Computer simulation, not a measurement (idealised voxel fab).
The process module that follows is named voxel gate over fins.
Section cut is 280 nm wide and gridded with 5 nm square cells.
A cross-section is a grid of square cells, given in bands from the top down. A band is one or more rows of cells.
Basically the band line says how high the top is and how high the bottom is, in nm, and then what's in it from left to right, every material with its width in nm. Empty space shows up as "air", and if a single material carries "throughout" it runs the full band edge to edge.
Note: height 0 marks the level under which the wafer is uniformly one material as received. Lowest band unbounded below, written "0 down".
Width "30 to 40": first value at the band's top row of cells, second value at its bottom row, equal change from row to row.
Step marked "no change occurred"? Then no cell in the cross-section changed in it.
"Unvented internal voids" means: voids of 8 cells or more that are shut off from the top with no open way through. Written width x height at distance, distance from the left edge, in nm.
Read whatever lies past the settings on a step's line as the simulator's own remark about the step.
"overlay nm", when on a step's line for a step with a mask, measures how far to the right of its planned place the mask lay; a negative measure means to the left.
PROCESS STEPS - PLAN
1 RECEIVE: material Si
2 CONFORMAL_DEP: material SiN, thk nm 10
3 MASKED_ETCH: tone cover, mask id FINS, width nm 15, pitch nm 45, etch materials SiN, depth nm 10, overlay nm 0
4 MASKED_ETCH: tone cover, mask id FINS, width nm 15, pitch nm 45, etch materials Si, depth nm 30, overlay nm 0
5 OXIDIZE: depth nm 5
6 FILL_DEP: material SiO2, thk nm 5
7 CMP: height nm 10
8 SELECTIVE_ETCH: etch materials SiO2, depth nm 20
9 STRIP: etch materials SiN
10 CONFORMAL_DEP: material HfO2, thk nm 5
11 CONFORMAL_DEP: material TiN, thk nm 5
12 CONFORMAL_DEP: material TiAl, thk nm 5
13 CONFORMAL_DEP: material TiN, thk nm 5
14 FILL_DEP: material W, thk nm 15
15 CMP: height nm 30
16 CONFORMAL_DEP: material SiN, thk nm 10
SO THIS IS THE INCOMING WAFER IN CROSS-SECTION - IT'S ALREADY BEEN THROUGH STEP 1
- 0 down = Si throughout
- Unvented internal voids: none
CROSS-SECTIONAL VIEW OF THE FIRST OF THE TWO WAFERS UPON COMPLETION OF THE MODULE, PROCESSED IN ACCORDANCE WITH THE PLAN
- 40 to 30 = SiN throughout
- 30 to 20 = W throughout
- 20 to 15 = 95 of W; 90 of TiN; 95 of W
- 15 to 10 = 95 of W; 5 of TiN; 35 of TiAl; 10 of TiN; 35 of TiAl; 5 of TiN; 95 of W
- 10 to 5 = 100 of TiN; 5 of TiAl; 25 of TiN; 5 of TiAl; 10 of TiN; 5 of TiAl; 25 of TiN; 5 of TiAl; 100 of TiN
- 5 to 0 = 105 of TiAl; 5 of TiN; 15 of HfO2; 5 of TiN; 20 of TiAl; 5 of TiN; 15 of HfO2; 5 of TiN; 105 of TiAl
- 0 to -5 = 110 of TiN; 5 of HfO2; 5 of Si; 5 of HfO2; 30 of TiN; 5 of HfO2; 5 of Si; 5 of HfO2; 110 of TiN
- -5 to -10 = 115 of HfO2; 5 of Si; 40 of HfO2; 5 of Si; 115 of HfO2
- -10 to -35 = 115 of SiO2; 5 of Si; 40 of SiO2; 5 of Si; 115 of SiO2
- -35 down = Si throughout
- Unvented internal voids: none
END-OF-MODULE CROSS-SECTION OF THE SECOND WAFER: IDENTICAL STARTING POINT AND PROCESS PLAN TO THE FIRST, WITH ONE PROCESSING MISTAKE
- 40 to 30 = SiN throughout
- 30 to 20 = W throughout
- 20 to 10 = 95 of W; 90 of TiN; 95 of W
- 10 to 5 = 105 of TiN; 25 of TiAl; 20 of TiN; 25 of TiAl; 105 of TiN
- 5 to 0 = 105 of TiN; 5 of TiAl; 15 of HfO2; 5 of TiAl; 20 of TiN; 5 of TiAl; 15 of HfO2; 5 of TiAl; 105 of TiN
- 0 to -5 = 110 of TiAl; 5 of HfO2; 5 of Si; 5 of HfO2; 30 of TiAl; 5 of HfO2; 5 of Si; 5 of HfO2; 110 of TiAl
- -5 to -10 = 115 of HfO2; 5 of Si; 40 of HfO2; 5 of Si; 115 of HfO2
- -10 to -35 = 115 of SiO2; 5 of Si; 40 of SiO2; 5 of Si; 115 of SiO2
- -35 down = Si throughout
- Unvented internal voids: none
Against the plan, the run slipped here: step 12 occupied the plan position of step 11, and the converse holds as well
at the end the second wafer has, in cells: as many of each material as the first, in other places
